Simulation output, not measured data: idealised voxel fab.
Module name: voxel capacitor over wiring (process module)
cross-section cut | 185 nm wide | cells 5 nm
Format of a cross-section: grid, square cells. Given as bands. Order: top down. Band: one or more rows of cells.
Band: top and bottom heights (nm) first, top before bottom; then materials from left to right, widths in nm. "edge to edge" marks a sole material filling the band edge to edge. "empty" denotes empty space.
The reference from which all heights are counted is 0, the level beneath which the as-received wafer is entirely one material; the lowest band, having no lower bound, proceeds downward and is written after the example "top 0, no bottom".
The two numbers in a width such as "30..40" mark its ends across the band: the first belongs to the top row of cells, the second to the bottom row, and from each row to the next the width moves by the same amount.
"everything unchanged" -> step changed no cross-section cell.
Under "Closed internal cavities" you'll find the enclosed gaps, the ones with no way out to the top, that are 8 cells or bigger; each reads width x height at distance, with distance counted from the left edge, everything in nm.
Note: text after step settings on the step line = simulator remark on that step.
overlay nm: for a step with a mask, the amount by which the mask lay right of where it was planned; a negative amount means left of it.
[Steps in the process plan]
1. RECEIVE | material Si
2. CONFORMAL_DEP | material SiO2 | thk nm 15
3. CONFORMAL_DEP | material SiCN | thk nm 5
4. DIRECTIONAL_DEP | material lowk | thk nm 20
5. DIRECTIONAL_DEP | material aC | thk nm 15
6. PATTERN | tone open | mask id METAL_1 | material resist | width nm 20 | pitch nm 75 | thk nm 35 | overlay nm 0
7. DIRECTIONAL_ETCH | etch materials aC | depth nm 15
8. STRIP | etch materials resist
9. DIRECTIONAL_ETCH | etch materials lowk | depth nm 20
10. DIRECTIONAL_ETCH | etch materials SiCN | depth nm 5
11. STRIP | etch materials aC
12. CONFORMAL_DEP | material TiN | thk nm 5
13. FILL_DEP | material W | thk nm 5
14. CMP | height nm 40
15. CONFORMAL_DEP | material SiCN | thk nm 5
16. DIRECTIONAL_DEP | material SiO2 | thk nm 15
17. PATTERN | tone open | mask id PLUG_1 | material resist | width nm 15 | thk nm 20 | overlay nm 0
18. DIRECTIONAL_ETCH | etch materials SiO2 | depth nm 15
19. DIRECTIONAL_ETCH | etch materials SiCN | depth nm 5
20. STRIP | etch materials resist
21. EPI | material Ru | thk nm 10
22. EPI | material Ru | thk nm 10
23. DIRECTIONAL_DEP | material TiN | thk nm 5
24. DIRECTIONAL_DEP | material Al2O3 | thk nm 5
25. DIRECTIONAL_DEP | material TiN | thk nm 5
26. DIRECTIONAL_DEP | material aC | thk nm 15
27. PATTERN | tone cover | mask id UPPER_PLATE | material resist | width nm 60 | thk nm 30 | overlay nm 0
28. DIRECTIONAL_ETCH | etch materials aC | depth nm 15
29. STRIP | etch materials resist
30. DIRECTIONAL_ETCH | etch materials TiN | depth nm 5
31. DIRECTIONAL_ETCH | etch materials Al2O3 | depth nm 5
32. STRIP | etch materials aC
33. PATTERN | tone cover | mask id LOWER_PLATE | material resist | width nm 70 | thk nm 20 | overlay nm 0
34. DIRECTIONAL_ETCH | etch materials TiN | depth nm 5
35. STRIP | etch materials resist
36. FILL_DEP | material SiO2 | thk nm 15
37. CMP | height nm 85
38. MASKED_ETCH | tone open | mask id PLUG_2 | width nm 15 | etch materials SiO2 | depth nm 10 | overlay nm 0
39. CONFORMAL_DEP | material TiN | thk nm 5
40. FILL_DEP | material Ru | thk nm 5
41. CMP | height nm 85
42. CONFORMAL_DEP | material SiN | thk nm 5
[Incoming wafer, cross-sectional view, post step 1]
top 0, no bottom: Si edge to edge
Closed internal cavities: none
[End-of-module cross-section of the first of two wafers, processed as planned]
top 90, bottom 85: SiN edge to edge
top 85, bottom 80: SiO2 60 nm  TiN 5 nm  Ru 5 nm  TiN 5 nm  SiO2 110 nm
top 80, bottom 70: SiO2 60..50 nm  TiN 15..60 nm  SiO2 110..75 nm
top 70, bottom 65: SiO2 50 nm  Al2O3 60 nm  SiO2 75 nm
top 65, bottom 60: SiO2 45 nm  TiN 70 nm  SiO2 70 nm
top 60, bottom 45: SiO2 50 nm  Ru 15 nm  SiO2 120 nm
top 45, bottom 40: SiCN 50 nm  Ru 15 nm  SiCN 120 nm
top 40, bottom 20: lowk 45 nm  TiN 5 nm  W 10 nm  TiN 5 nm  lowk 55 nm  TiN 5 nm  W 10 nm  TiN 5 nm  lowk 45 nm
top 20, bottom 15: SiCN 45 nm  TiN 20 nm  SiCN 55 nm  TiN 20 nm  SiCN 45 nm
top 15, bottom 0: SiO2 edge to edge
top 0, no bottom: Si edge to edge
Closed internal cavities: none
[This cross-section belongs to the second wafer of two at the end of the module; the start and the plan were shared with the first, and the run included one mistake]
top 90, bottom 85: SiN edge to edge
top 85, bottom 80: SiO2 50 nm  TiN 60 nm  SiO2 75 nm
top 80, bottom 75: SiO2 50 nm  Al2O3 60 nm  SiO2 75 nm
top 75, bottom 65: Ru edge to edge
top 65, bottom 60: TiN 50 nm  Ru 15 nm  TiN 120 nm
top 60, bottom 55: SiO2 50 nm  Ru 15 nm  SiO2 120 nm
top 55, bottom 50: SiO2 50 nm  TiN 15 nm  SiO2 120 nm
top 50, bottom 45: SiO2 50 nm  Ru 15 nm  SiO2 120 nm
top 45, bottom 40: SiCN 50 nm  Ru 15 nm  SiCN 120 nm
top 40, bottom 20: lowk 45 nm  TiN 5 nm  W 10 nm  TiN 5 nm  lowk 55 nm  TiN 5 nm  W 10 nm  TiN 5 nm  lowk 45 nm
top 20, bottom 15: SiCN 45 nm  TiN 20 nm  SiCN 55 nm  TiN 20 nm  SiCN 45 nm
top 15, bottom 0: SiO2 edge to edge
top 0, no bottom: Si edge to edge
Closed internal cavities: none
What broke from the plan during processing? mixed up steps 22 and 23 - ran each in the other's place
at the end the second wafer has, in cells: +73 Ru | -91 SiO2 | +18 TiN
